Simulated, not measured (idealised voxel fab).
This is a process module. Its name is voxel spacer lines.
Square cells of 5 nm make up the cross-section cut, whose width is 280 nm.
Square cells in a grid make up a cross-section in this document, and the grid is given as bands, listed from the top down, each one or more rows of cells. In this notation a band is specified by the heights of its top and bottom, in that order and in nm, after which its materials appear from left to right, each paired with its width in nm. The word "full width" attached to a single material means that material fills the band from edge to edge; the word "empty" stands for empty space. Below 0: as-received wafer, all one material; heights counted from there. Lowest band: no bottom, goes on down, written "0..down". Width: "30->40" (first number = top row, second number = bottom row, same change from row to row of cells). A step reported as "nothing altered" is a step in which no cell of the cross-section changed. Entry "Enclosed void list". Content: empty spaces with no open connection to the top, size 8 cells or greater. Each: width x height at distance. Distance: from left edge. Unit: nm. Heads up: the bit after the settings on a step's line is the simulator's remark on that step. On any step carrying a mask, the "overlay nm" setting, if present on the step's line, tells how far right of its planned place the mask lay; negative values point to the left.

Process steps (planned)
step 1: op RECEIVE | material Si
step 2: op CONFORMAL_DEP | material Al2O3 | thk nm 10
step 3: op DIRECTIONAL_DEP | material SiN | thk nm 10
step 4: op DIRECTIONAL_DEP | material aC | thk nm 20
step 5: op PATTERN | tone cover | mask id MANDREL | material resist | width nm 25 | pitch nm 70 | thk nm 30 | overlay nm 0
step 6: op DIRECTIONAL_ETCH | etch materials aC | depth nm 20
step 7: op STRIP | etch materials resist
step 8: op CONFORMAL_DEP | material SiO2 | thk nm 10
step 9: op DIRECTIONAL_ETCH | etch materials SiO2 | depth nm 10
step 10: op STRIP | etch materials aC
step 11: op DIRECTIONAL_ETCH | etch materials SiN | depth nm 10
step 12: op STRIP | etch materials SiO2

Received-state cross-section, reflecting completion of step 1
> 0..down | Si full width
> Enclosed void list: none

End-of-module cross-section. Starting structure and process plan as above; one mistake made in running it
> 30..10 | aC full width
> 10..0 | Al2O3 full width
> 0..down | Si full width
> Enclosed void list: none
Where did the run depart from the plan? plan vs actual: 3 and 4 interchanged
